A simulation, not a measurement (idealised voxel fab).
This is a process module. Its name is voxel self aligned contacts.
Each square cell in cross-section cut measures 5 nm, and the section as a whole is 210 nm wide.
A cross-section is a grid of square cells, given in bands from the top down. A band is one or more rows of cells. What a band's entry tells you: where the top is and where the bottom is, as heights in nm, and after that what lies inside, material by material from left to right, each with its width in nm. Empty space is written as the word "air", and a single material marked with the word "full width" occupies the band from edge to edge. Ref level 0: as-received wafer is one material below here. Bottom band extends down with no lower bound ("0 and below"). When a width is written as two numbers, as in "30 to 40", the first number is the width in the top row of cells of the band and the second is the width in its bottom row, and the width changes by the same amount from each row to the next. Any step labelled "all unchanged" changed none of the cells in the cross-section. Closed-off voids of 8+ cells (no open route to the top) go in "Enclosed void list", written width x height at distance from the left edge, in nm. Past the settings on a step's line: simulator remark, on that step. overlay nm, on a step with a mask: how far to the right of its planned place the mask lay; to the left if negative.

These are the steps we planned for the process:
1,RECEIVE with material Si
2,CONFORMAL_DEP with material SiO2, thk nm 5
3,DIRECTIONAL_DEP with material polySi, thk nm 20
4,DIRECTIONAL_DEP with material SiN, thk nm 15
5,DIRECTIONAL_DEP with material aC, thk nm 10
6,PATTERN with tone cover, mask id GATE, material resist, width nm 35, pitch nm 60, thk nm 30, overlay nm 0
7,DIRECTIONAL_ETCH with etch materials aC, depth nm 10
8,STRIP with etch materials resist
9,DIRECTIONAL_ETCH with etch materials SiN, depth nm 15
10,DIRECTIONAL_ETCH with etch materials polySi, depth nm 20
11,STRIP with etch materials aC
12,CONFORMAL_DEP with material SiN, thk nm 5
13,DIRECTIONAL_ETCH with etch materials SiN, depth nm 5
14,FILL_DEP with material SiO2, thk nm 15
15,CMP with height nm 50
16,PATTERN with tone open, mask id CONTACT, material resist, width nm 35, thk nm 20, overlay nm 0
17,DIRECTIONAL_ETCH with etch materials SiO2, depth nm 50
18,STRIP with etch materials resist
19,CONFORMAL_DEP with material TiN, thk nm 5
20,FILL_DEP with material W, thk nm 5
21,CMP with height nm 50
22,CONFORMAL_DEP with material SiN, thk nm 5

Incoming wafer in cross-section (state: after step 1):
- 0 and below  Si full width
- Enclosed void list: none

First wafer of two, sectioned at end of module; run went per plan:
- 55 down to 50  SiN full width
- 50 down to 40  SiO2 85, then TiN 5 to 15, then W 25 to 5, then TiN 5 to 15, then SiO2 90
- 40 down to 25  SiO2 50, then SiN 45, then TiN 5, then W 5, then TiN 5, then SiN 45, then SiO2 55
- 25 down to 5  SiO2 50, then SiN 5, then polySi 35, then SiN 5, then TiN 5, then W 5, then TiN 5, then SiN 5, then polySi 35, then SiN 5, then SiO2 55
- 5 down to 0  SiO2 95, then TiN 15, then SiO2 100
- 0 and below  Si full width
- Enclosed void list: none

Cross-section, second wafer: same start as the first, same plan as the first, one mistake in running it; taken at the end of the module:
- 55 down to 50  SiN full width
- 50 down to 45  SiO2 85, then TiN 5, then W 25, then TiN 5, then SiO2 90
- 45 down to 40  SiO2 85, then TiN 35, then SiO2 90
- 40 down to 25  SiO2 45, then SiN 55, then TiN 5, then SiN 55, then SiO2 50
- 25 down to 5  SiO2 45, then SiN 5, then polySi 45, then SiN 5, then TiN 5, then SiN 5, then polySi 45, then SiN 5, then SiO2 50
- 5 down to 0  SiO2 100, then TiN 5, then SiO2 105
- 0 and below  Si full width
- Enclosed void list: none
The plan and the run diverged here: it should be noted that step 6 was executed with settings other than those planned, the operation and settings actually applied being PATTERN with tone cover, mask id GATE, material resist, width nm 45, pitch nm 60, thk nm 30, overlay nm 0
Materials where the second wafer ends with more or fewer cells than the first: SiN +12, SiO2 -12, TiN -8, W -8, polySi +16
